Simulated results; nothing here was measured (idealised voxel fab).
Presented below is a process module, voxel self aligned contacts.
cross-section cut | 250 nm wide | cells 5 nm
The cross-sections in this document take the form of a grid made of square cells. They are written out as bands, in order from top to bottom. Each band consists of one or more rows of cells.
Basically the band line says how high the top is and how high the bottom is, in nm, and then what's in it from left to right, every material with its width in nm. Empty space shows up as "empty", and if a single material carries "throughout" it runs the full band edge to edge.
Below 0: as-received wafer, all one material; heights counted from there. Lowest band: no bottom, goes on down, written "z 0 and below".
When a width is written as two numbers, as in "30..40", the first number is the width in the top row of cells of the band and the second is the width in its bottom row, and the width changes by the same amount from each row to the next.
"no change" (step): cross-section cells unchanged, all of them.
The entry titled "Entrapped void list" provides the empty spaces that have no open way to the top, restricted to those of 8 cells or more. Each is presented as width x height at distance, the distance being measured from the left edge, with all three in nm.
On each step's line, the part that comes after the settings is the simulator's own comment on the step.
overlay nm: where the mask lay relative to plan, measured to the right, on steps with a mask; negatives go left.

### Set out below are the planned steps of the process
1 RECEIVE (material Si)
2 OXIDIZE (depth nm 5)
3 DIRECTIONAL_DEP (material polySi; thk nm 25)
4 DIRECTIONAL_DEP (material SiN; thk nm 25)
5 DIRECTIONAL_DEP (material aC; thk nm 15)
6 PATTERN (tone cover; mask id GATE; material resist; width nm 35; pitch nm 75; thk nm 35; overlay nm 0)
7 DIRECTIONAL_ETCH (etch materials aC; depth nm 15)
8 STRIP (etch materials resist)
9 DIRECTIONAL_ETCH (etch materials SiN; depth nm 25)
10 DIRECTIONAL_ETCH (etch materials polySi; depth nm 25)
11 STRIP (etch materials aC)
12 CONFORMAL_DEP (material SiN; thk nm 10)
13 DIRECTIONAL_ETCH (etch materials SiN; depth nm 10)
14 FILL_DEP (material SiO2; thk nm 15)
15 CMP (height nm 55)
16 MASKED_ETCH (tone open; mask id CONTACT; width nm 60; etch materials SiO2; depth nm 60; overlay nm 0)
17 CONFORMAL_DEP (material TiN; thk nm 5)
18 FILL_DEP (material Ru; thk nm 5)
19 CMP (height nm 55)
20 CONFORMAL_DEP (material SiN; thk nm 5)

### First of two wafers - as planned

### Cross-section of the incoming wafer, state after step 1
    z 0 and below | Si throughout
    Entrapped void list: none

### Cross-section of the wafer after step 2
    z 0 to -5 | SiO2 throughout
    below -5: unchanged

### Cross-section of the wafer after step 3
    z 25 to 0 | polySi throughout
    below 0: unchanged

### Cross-section of the wafer after step 4
    z 50 to 25 | SiN throughout
    below 25: unchanged

### Cross-section of the wafer after step 5
    z 65 to 50 | aC throughout
    below 50: unchanged

### Cross-section of the wafer after step 6
    z 100 to 65 | empty 70, then resist 35, then empty 40, then resist 35, then empty 70
    below 65: unchanged

### Cross-section of the wafer after step 7
    z 85 to 65 | empty 70, then resist 35, then empty 40, then resist 35, then empty 70
    z 65 to 50 | empty 70, then aC 35, then empty 40, then aC 35, then empty 70
    below 50: unchanged

### Cross-section of the wafer after step 8
    z 65 to 50 | empty 70, then aC 35, then empty 40, then aC 35, then empty 70
    below 50: unchanged

### Cross-section of the wafer after step 9
    z 65 to 50 | empty 70, then aC 35, then empty 40, then aC 35, then empty 70
    z 50 to 25 | empty 70, then SiN 35, then empty 40, then SiN 35, then empty 70
    below 25: unchanged

### Cross-section of the wafer after step 10
    z 65 to 50 | empty 70, then aC 35, then empty 40, then aC 35, then empty 70
    z 50 to 25 | empty 70, then SiN 35, then empty 40, then SiN 35, then empty 70
    z 25 to 0 | empty 70, then polySi 35, then empty 40, then polySi 35, then empty 70
    below 0: unchanged

### Cross-section of the wafer after step 11
    z 50 to 25 | empty 70, then SiN 35, then empty 40, then SiN 35, then empty 70
    below 25: unchanged

### Cross-section of the wafer after step 12
    z 60 to 25 | empty 60, then SiN 55, then empty 20, then SiN 55, then empty 60
    z 25 to 10 | empty 60, then SiN 10, then polySi 35, then SiN 10, then empty 20, then SiN 10, then polySi 35, then SiN 10, then empty 60
    z 10 to 0 | SiN 70, then polySi 35, then SiN 40, then polySi 35, then SiN 70
    below 0: unchanged

### Cross-section of the wafer after step 13
    z 50 to 25 | empty 60, then SiN 55, then empty 20, then SiN 55, then empty 60
    z 25 to 0 | empty 60, then SiN 10, then polySi 35, then SiN 10, then empty 20, then SiN 10, then polySi 35, then SiN 10, then empty 60
    below 0: unchanged

### Cross-section of the wafer after step 14
    z 65 to 50 | SiO2 throughout
    z 50 to 25 | SiO2 60, then SiN 55, then SiO2 20, then SiN 55, then SiO2 60
    z 25 to 0 | SiO2 60, then SiN 10, then polySi 35, then SiN 10, then SiO2 20, then SiN 10, then polySi 35, then SiN 10, then SiO2 60
    below 0: unchanged

### Cross-section of the wafer after step 15
    z 55 to 50 | SiO2 throughout
    below 50: unchanged

### Cross-section of the wafer after step 16
    z 55 to 50 | SiO2 95, then empty 60, then SiO2 95
    z 50 to 25 | SiO2 60, then SiN 55, then empty 20, then SiN 55, then SiO2 60
    z 25 to 0 | SiO2 60, then SiN 10, then polySi 35, then SiN 10, then empty 20, then SiN 10, then polySi 35, then SiN 10, then SiO2 60
    z 0 to -5 | SiO2 115, then empty 20, then SiO2 115
    below -5: unchanged

### Cross-section of the wafer after step 17
    z 60 to 55 | TiN 100, then empty 50, then TiN 100
    z 55 to 50 | SiO2 95, then TiN 25, then empty 10, then TiN 25, then SiO2 95
    z 50 to 25 | SiO2 60, then SiN 55, then TiN 5, then empty 10, then TiN 5, then SiN 55, then SiO2 60
    z 25 to 0 | SiO2 60, then SiN 10, then polySi 35, then SiN 10, then TiN 5, then empty 10, then TiN 5, then SiN 10, then polySi 35, then SiN 10, then SiO2 60
    z 0 to -5 | SiO2 115, then TiN 20, then SiO2 115
    below -5: unchanged

### Cross-section of the wafer after step 18
    z 65 to 60 | Ru throughout
    z 60 to 55 | TiN 100, then Ru 50, then TiN 100
    z 55 to 50 | SiO2 95, then TiN 25, then Ru 10, then TiN 25, then SiO2 95
    z 50 to 25 | SiO2 60, then SiN 55, then TiN 5, then Ru 10, then TiN 5, then SiN 55, then SiO2 60
    z 25 to 0 | SiO2 60, then SiN 10, then polySi 35, then SiN 10, then TiN 5, then Ru 10, then TiN 5, then SiN 10, then polySi 35, then SiN 10, then SiO2 60
    below 0: unchanged

### Cross-section of the wafer after step 19
    z 55 to 50 | SiO2 95, then TiN 25, then Ru 10, then TiN 25, then SiO2 95
    below 50: unchanged

### Cross-section of the wafer after step 20
    z 60 to 55 | SiN throughout
    below 55: unchanged

### Here the second wafer is described. Its start and its plan were those of the first wafer. Its run contained one mistake. Up to and including step 3, it did exactly what the first wafer did

### Second wafer, section view, time point: scheduled end of step 4
    z 75 to 25 | SiN throughout
    below 25: unchanged

### Second wafer, section view, time point: scheduled end of step 5
    z 90 to 75 | aC throughout
    below 75: unchanged

### Second wafer, section view, time point: scheduled end of step 6
    z 125 to 90 | empty 70, then resist 35, then empty 40, then resist 35, then empty 70
    below 90: unchanged

### Second wafer, section view, time point: scheduled end of step 7
    z 110 to 90 | empty 70, then resist 35, then empty 40, then resist 35, then empty 70
    z 90 to 75 | empty 70, then aC 35, then empty 40, then aC 35, then empty 70
    below 75: unchanged

### Second wafer, section view, time point: scheduled end of step 8
    z 90 to 75 | empty 70, then aC 35, then empty 40, then aC 35, then empty 70
    below 75: unchanged

### Second wafer, section view, time point: scheduled end of step 9
    z 90 to 75 | empty 70, then aC 35, then empty 40, then aC 35, then empty 70
    z 75 to 50 | empty 70, then SiN 35, then empty 40, then SiN 35, then empty 70
    below 50: unchanged

Second wafer, section view, time point: scheduled end of step 10: no change

### Second wafer, section view, time point: scheduled end of step 11
    z 75 to 50 | empty 70, then SiN 35, then empty 40, then SiN 35, then empty 70
    below 50: unchanged

### Second wafer, section view, time point: scheduled end of step 12
    z 85 to 60 | empty 60, then SiN 55, then empty 20, then SiN 55, then empty 60
    z 60 to 25 | SiN throughout
    below 25: unchanged

### Second wafer, section view, time point: scheduled end of step 13
    z 75 to 50 | empty 60, then SiN 55, then empty 20, then SiN 55, then empty 60
    below 50: unchanged

### Second wafer, section view, time point: scheduled end of step 14
    z 90 to 75 | SiO2 throughout
    z 75 to 50 | SiO2 60, then SiN 55, then SiO2 20, then SiN 55, then SiO2 60
    below 50: unchanged

### Second wafer, section view, time point: scheduled end of step 15
    z 55 to 50 | SiO2 60, then SiN 55, then SiO2 20, then SiN 55, then SiO2 60
    below 50: unchanged

### Second wafer, section view, time point: scheduled end of step 16
    z 55 to 50 | SiO2 60, then SiN 55, then empty 20, then SiN 55, then SiO2 60
    below 50: unchanged

### Second wafer, section view, time point: scheduled end of step 17
    z 60 to 55 | TiN 120, then empty 10, then TiN 120
    z 55 to 50 | SiO2 60, then SiN 55, then TiN 20, then SiN 55, then SiO2 60
    below 50: unchanged

### Second wafer, section view, time point: scheduled end of step 18
    z 65 to 60 | Ru throughout
    z 60 to 55 | TiN 120, then Ru 10, then TiN 120
    below 55: unchanged

### Second wafer, section view, time point: scheduled end of step 19
    z 55 to 50 | SiO2 60, then SiN 55, then TiN 20, then SiN 55, then SiO2 60
    below 50: unchanged

### Second wafer, section view, time point: scheduled end of step 20
    z 60 to 55 | SiN throughout
    below 55: unchanged
So what did we get wrong on this run? yeah, plan step 4 got run twice
Materials where the second wafer ends with more or fewer cells than the first: -22 Ru, +122 SiN, -250 SiO2, -30 TiN, +180 polySi
